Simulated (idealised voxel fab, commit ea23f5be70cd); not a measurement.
Process module in this document: voxel gate over fins
The figure presents cross-section cut, which has a width of 245 nm and is divided into square cells with an edge length of 5 nm.
Format of a cross-section: grid, square cells. Given as bands. Order: top down. Band: one or more rows of cells.
It is stipulated that each band's entry specify, in nanometres, the height of the top of the band and then that of its bottom, followed by the materials of the band in left-to-right sequence, each together with its width in nanometres. A single material marked by the word "everywhere" is understood to fill the band from edge to edge; the word "empty" is understood to denote empty space.
The level at which height equals 0 is the one under which the wafer, as it arrives, is entirely one material. No lower edge exists for the bottom band, which continues downward and is notated as in "0 down".
It should be noted that a width expressed as "30..40" varies in equal increments from row to row of cells within the band, taking the value of the first number at the top row and that of the second number at the bottom row.
"no modification" for a step: no cell of the cross-section changed in that step.
"Enclosed voids": sealed empty spaces, 8 cells or more, no open way to top, listed width x height at distance, with distance from the left edge and width, height and distance in nm.
If you see something after the settings on a step's line, that's the simulator's own remark about that step.
Regarding "overlay nm": on a step with a mask, it is the distance the mask lay to the right of its planned place; a negative value places it to the left.
### These are the steps we planned for the process
1. RECEIVE [material Si]
2. CONFORMAL_DEP [material SiN] [thk nm 5]
3. PATTERN [tone cover] [mask id FINS] [material resist] [width nm 15] [pitch nm 45] [thk nm 20] [overlay nm 0]
4. DIRECTIONAL_ETCH [etch materials SiN] [depth nm 5]
5. DIRECTIONAL_ETCH [etch materials Si] [depth nm 40]
6. STRIP [etch materials resist]
7. FILL_DEP [material SiO2] [thk nm 10]
8. CMP [height nm 5]
9. SELECTIVE_ETCH [etch materials SiO2] [depth nm 20]
10. STRIP [etch materials SiN]
11. CONFORMAL_DEP [material HfO2] [thk nm 5]
12. CONFORMAL_DEP [material TiN] [thk nm 5]
13. CONFORMAL_DEP [material TiAl] [thk nm 5]
14. CONFORMAL_DEP [material TiN] [thk nm 5]
15. FILL_DEP [material W] [thk nm 10]
16. CMP [height nm 25]
17. CONFORMAL_DEP [material SiN] [thk nm 10]
### Received-state cross-section, reflecting completion of step 1
    0 down = Si everywhere
    Enclosed voids: none
### Result of the module, cross-sectioned: start per above, plan per above, one error in how it was run
    25 to 15 = SiN everywhere
    15 to 10 = 25 of W | 5 of TiN | 180 of TiAl | 5 of TiN | 30 of W
    10 to 5 = 25 of W | 5 of TiN | 5 of TiAl | 35 of TiN | 10 of TiAl | 35 of TiN | 10 of TiAl | 35 of TiN | 10 of TiAl | 35 of TiN | 5 of TiAl | 5 of TiN | 30 of W
    5 to 0 = 30 of TiN | 5 of TiAl | 5 of TiN | 25 of HfO2 | 5 of TiN | 10 of TiAl | 5 of TiN | 25 of HfO2 | 5 of TiN | 10 of TiAl | 5 of TiN | 25 of HfO2 | 5 of TiN | 10 of TiAl | 5 of TiN | 25 of HfO2 | 5 of TiN | 5 of TiAl | 35 of TiN
    0 to -5 = 35 of TiAl | 5 of TiN | 5 of HfO2 | 15 of Si | 5 of HfO2 | 5 of TiN | 10 of TiAl | 5 of TiN | 5 of HfO2 | 15 of Si | 5 of HfO2 | 5 of TiN | 10 of TiAl | 5 of TiN | 5 of HfO2 | 15 of Si | 5 of HfO2 | 5 of TiN | 10 of TiAl | 5 of TiN | 5 of HfO2 | 15 of Si | 5 of HfO2 | 5 of TiN | 40 of TiAl
    -5 to -10 = 40 of TiN | 5 of HfO2 | 15 of Si | 5 of HfO2 | 20 of TiN | 5 of HfO2 | 15 of Si | 5 of HfO2 | 20 of TiN | 5 of HfO2 | 15 of Si | 5 of HfO2 | 20 of TiN | 5 of HfO2 | 15 of Si | 5 of HfO2 | 45 of TiN
    -10 to -15 = 45 of HfO2 | 15 of Si | 30 of HfO2 | 15 of Si | 30 of HfO2 | 15 of Si | 30 of HfO2 | 15 of Si | 50 of HfO2
    -15 to -40 = 45 of SiO2 | 15 of Si | 30 of SiO2 | 15 of Si | 30 of SiO2 | 15 of Si | 30 of SiO2 | 15 of Si | 50 of SiO2
    -40 down = Si everywhere
    Enclosed voids: none
what went wrong: not per plan at step 16, really ran CMP [height nm 15]
